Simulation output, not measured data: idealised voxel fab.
Proc. module: voxel local oxidation
cross-section cut | 185 nm wide | cells 5 nm
The cross-sections in this document take the form of a grid made of square cells. They are written out as bands, in order from top to bottom. Each band consists of one or more rows of cells.
Each band's line starts with the height of the band's top and of its bottom, in nm. Then come its materials from left to right, each with its width in nm. One material with "full width" fills the band from edge to edge. "empty" is empty space.
Beneath 0, the wafer as received is one material, and that level is where height counting begins. The lowest band goes on downward without a bottom; it is written like "0 down".
With a width like "30->40", each row of cells in the band differs from the next by the same amount, the top row carrying the first number and the bottom row the second.
"nothing altered" (step): cross-section cells unchanged, all of them.
"Enclosed void entries" means: voids of 8 cells or more that are shut off from the top with no open way through. Written width x height at distance, distance from the left edge, in nm.
That trailing text on a step's line, after the settings, is the simulator's own remark on the step.
If you see "overlay nm" on a step's line and that step has a mask, it's telling you how far right of where it was planned the mask ended up; a negative number means it went left instead.
# Here's what the planned process steps look like
| 1 | RECEIVE,material Si |
| 2 | OXIDIZE,depth nm 5 |
| 3 | CONFORMAL_DEP,material SiN,thk nm 15 |
| 4 | DIRECTIONAL_DEP,material aC,thk nm 5 |
| 5 | PATTERN,tone cover,mask id ACTIVE,material resist,width nm 90,thk nm 35,overlay nm 0 |
| 6 | DIRECTIONAL_ETCH,etch materials aC,depth nm 15 |
| 7 | STRIP,etch materials resist |
| 8 | DIRECTIONAL_ETCH,etch materials SiN,depth nm 15 |
| 9 | STRIP,etch materials aC |
| 10 | SELECTIVE_ETCH,etch materials SiO2,depth nm 5 |
| 11 | OXIDIZE,depth nm 15 |
| 12 | STRIP,etch materials SiN |
The wafers in this document start out alike and differ in the thk nm applied at step 4; the plan shows the value used for the first wafer.
# Cut through the first of several wafers as received, post step 1
	0 down  Si full width
	Enclosed void entries: none
# Rows = wafers. At module end, each row lists per material the cells gained (+) or lost (-) since the wafer was received, then the closed voids
thk nm 5, -118 Si, +97 SiO2, Enclosed void entries: none
thk nm 10, -118 Si, +97 SiO2, Enclosed void entries: none
thk nm 15, -118 Si, +97 SiO2, Enclosed void entries: none
thk nm 20, -37 Si, +37 SiO2, Enclosed void entries: none
thk nm 25, -37 Si, +37 SiO2, Enclosed void entries: none
thk nm 30, -37 Si, +37 SiO2, Enclosed void entries: none
